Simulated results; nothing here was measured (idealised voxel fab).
The name of this process module is voxel lift off.
The width of the displayed cross-section, cut, is 295 nm; its cells are square, with a size of 5 nm.
Each cross-section below is a grid of square cells, stated as bands in top-down order, with one or more rows of cells making up each band.
Per band: top height and bottom height in nm, followed by the left-to-right materials and their widths in nm; "throughout" marks a single material spanning edge to edge, "blank" marks empty space.
Beneath 0, the wafer as received is one material, and that level is where height counting begins. The lowest band goes on downward without a bottom; it is written like "z 0 and below".
Per-row width for "30->40": begins at first number (top row of band), ends at second number (bottom row), increment between rows held constant.
Where the words "everything unchanged" appear for a step, the cross-section shows no cell changed by that step; every cell remained as before.
Voids lacking openings: empty space of 8 cells or more with no open way to the top, each as width x height at its distance from the left edge, in nm
Step line, after settings: the simulator's comment on this step.
"overlay nm" answers the question of how far to the right of plan the mask lay on a step that has a mask, and when it is negative the answer is to the left.
The steps planned for the process are as follows
- 1: RECEIVE | material Si
- 2: CONFORMAL_DEP | material SiN | thk nm 5
- 3: PATTERN | tone open | mask id LINES | material resist | width nm 25 | pitch nm 55 | thk nm 30 | overlay nm 0
- 4: DIRECTIONAL_DEP | material Ru | thk nm 15
- 5: STRIP | etch materials resist
- 6: CONFORMAL_DEP | material SiN | thk nm 10
First of two wafers: run as planned
Step 1 complete: cross-section of the wafer as received
    z 0 and below  Si throughout
    Voids lacking openings: none
Cross-section: wafer state after step 2
    z 5 to 0  SiN throughout
    Beneath the level 0, the cross-section is identical to its previous state.
Cross-section: wafer state after step 3
    z 35 to 5  resist 50  blank 25  resist 30  blank 25  resist 30  blank 25  resist 30  blank 25  resist 55
    Beneath the level 5, the cross-section is identical to its previous state.
Cross-section: wafer state after step 4
    z 50 to 35  Ru 50  blank 25  Ru 30  blank 25  Ru 30  blank 25  Ru 30  blank 25  Ru 55
    z 35 to 20  resist 50  blank 25  resist 30  blank 25  resist 30  blank 25  resist 30  blank 25  resist 55
    z 20 to 5  resist 50  Ru 25  resist 30  Ru 25  resist 30  Ru 25  resist 30  Ru 25  resist 55
    Beneath the level 5, the cross-section is identical to its previous state.
Cross-section: wafer state after step 5
    z 20 to 5  blank 50  Ru 25  blank 30  Ru 25  blank 30  Ru 25  blank 30  Ru 25  blank 55
    Beneath the level 5, the cross-section is identical to its previous state.
Cross-section: wafer state after step 6
    z 30 to 20  blank 40  SiN 45  blank 10  SiN 45  blank 10  SiN 45  blank 10  SiN 45  blank 45
    z 20 to 15  blank 40  SiN 10  Ru 25  SiN 10  blank 10  SiN 10  Ru 25  SiN 10  blank 10  SiN 10  Ru 25  SiN 10  blank 10  SiN 10  Ru 25  SiN 10  blank 45
    z 15 to 5  SiN 50  Ru 25  SiN 30  Ru 25  SiN 30  Ru 25  SiN 30  Ru 25  SiN 55
    Beneath the level 5, the cross-section is identical to its previous state.
Second of two: same start, same plan, one run error; steps up to and including 2 match the first
Cross-section of the second wafer at the time by which step 3 should have been completed according to the plan
    z 35 to 5  blank 50  resist 25  blank 30  resist 25  blank 30  resist 25  blank 30  resist 25  blank 55
    Beneath the level 5, the cross-section is identical to its previous state.
Cross-section of the second wafer at the time by which step 4 should have been completed according to the plan
    z 50 to 35  blank 50  Ru 25  blank 30  Ru 25  blank 30  Ru 25  blank 30  Ru 25  blank 55
    z 35 to 20  blank 50  resist 25  blank 30  resist 25  blank 30  resist 25  blank 30  resist 25  blank 55
    z 20 to 5  Ru 50  resist 25  Ru 30  resist 25  Ru 30  resist 25  Ru 30  resist 25  Ru 55
    Beneath the level 5, the cross-section is identical to its previous state.
Cross-section of the second wafer at the time by which step 5 should have been completed according to the plan
    z 20 to 5  Ru 50  blank 25  Ru 30  blank 25  Ru 30  blank 25  Ru 30  blank 25  Ru 55
    Beneath the level 5, the cross-section is identical to its previous state.
Cross-section of the second wafer at the time by which step 6 should have been completed according to the plan
    z 30 to 20  SiN 60  blank 5  SiN 50  blank 5  SiN 50  blank 5  SiN 50  blank 5  SiN 65
    z 20 to 15  Ru 50  SiN 10  blank 5  SiN 10  Ru 30  SiN 10  blank 5  SiN 10  Ru 30  SiN 10  blank 5  SiN 10  Ru 30  SiN 10  blank 5  SiN 10  Ru 55
    z 15 to 5  Ru 50  SiN 25  Ru 30  SiN 25  Ru 30  SiN 25  Ru 30  SiN 25  Ru 55
    Beneath the level 5, the cross-section is identical to its previous state.
Deviation from plan: step 3 did not use the planned setting and instead ran as PATTERN | tone cover | mask id LINES | material resist | width nm 25 | pitch nm 55 | thk nm 30 | overlay nm 0
Final difference in cells, second wafer against first, listed per material as more or fewer: Ru: 57 more
